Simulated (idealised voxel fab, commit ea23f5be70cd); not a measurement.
process module | voxel self aligned vias
cross-section cut | 255 nm wide | cells 5 nm
A cross-section is a grid of square cells, given in bands from the top down. A band is one or more rows of cells.
Each band's line starts with the height of the band's top and of its bottom, in nm. Then come its materials from left to right, each with its width in nm. One material with "throughout" fills the band from edge to edge. "air" is empty space.
Height 0 is the level under which the wafer as received is all one material. The lowest band goes on downwards, as in "0 down".
A width such as "30 to 40" changes by the same amount from each row of cells to the next, from the band's top row to its bottom row.
"no change" after a step means that no cell of the cross-section changed.
closed voids: empty space of 8 cells or more with no open way to the top, each as width x height at its distance from the left edge, in nm
after a step's settings: what the simulator itself notes on the step
overlay nm, on a step with a mask: how far to the right of its planned place the mask lay; to the left if negative
plan
1 op RECEIVE | material Si
2 op CONFORMAL_DEP | material SiO2 | thk nm 15
3 op CONFORMAL_DEP | material SiCN | thk nm 5
4 op DIRECTIONAL_DEP | material lowk | thk nm 25
5 op PATTERN | tone open | mask id LINES | material resist | width nm 30 | pitch nm 70 | thk nm 15 | overlay nm 0
6 op DIRECTIONAL_ETCH | etch materials lowk | depth nm 25
7 op STRIP | etch materials resist
8 op CONFORMAL_DEP | material TiN | thk nm 5
9 op FILL_DEP | material W | thk nm 10
10 op CMP | height nm 45
11 op SELECTIVE_ETCH | etch materials W Ru TiN | depth nm 5
12 op FILL_DEP | material SiN | thk nm 5
13 op CMP | height nm 45
14 op DIRECTIONAL_DEP | material lowk | thk nm 15
15 op DIRECTIONAL_DEP | material aC | thk nm 15
16 op PATTERN | tone open | mask id VIAS | material resist | width nm 50 | pitch nm 70 | thk nm 30 | overlay nm 0
17 op DIRECTIONAL_ETCH | etch materials aC | depth nm 15
18 op STRIP | etch materials resist
19 op DIRECTIONAL_ETCH | etch materials lowk | depth nm 15
20 op DIRECTIONAL_ETCH | etch materials SiN | depth nm 5
21 op STRIP | etch materials aC
22 op CONFORMAL_DEP | material TiN | thk nm 5
23 op FILL_DEP | material Cu | thk nm 10
24 op CMP | height nm 60
25 op CONFORMAL_DEP | material SiN | thk nm 5
varied across the wafers: thk nm of step 25. The plan shows the first wafer's value. All wafers start alike
first wafer as received, after step 1
  0 down: Si throughout
  closed voids: none
each wafer at the end: cells of each material gained (+) or lost (-) since it was received, then its closed voids
thk nm 5 | +40 Cu | +51 SiCN | +51 SiN | +153 SiO2 | +56 TiN | +24 W | +288 lowk | closed voids: none
thk nm 10 | +40 Cu | +51 SiCN | +102 SiN | +153 SiO2 | +56 TiN | +24 W | +288 lowk | closed voids: none
thk nm 15 | +40 Cu | +51 SiCN | +153 SiN | +153 SiO2 | +56 TiN | +24 W | +288 lowk | closed voids: none
thk nm 20 | +40 Cu | +51 SiCN | +204 SiN | +153 SiO2 | +56 TiN | +24 W | +288 lowk | closed voids: none
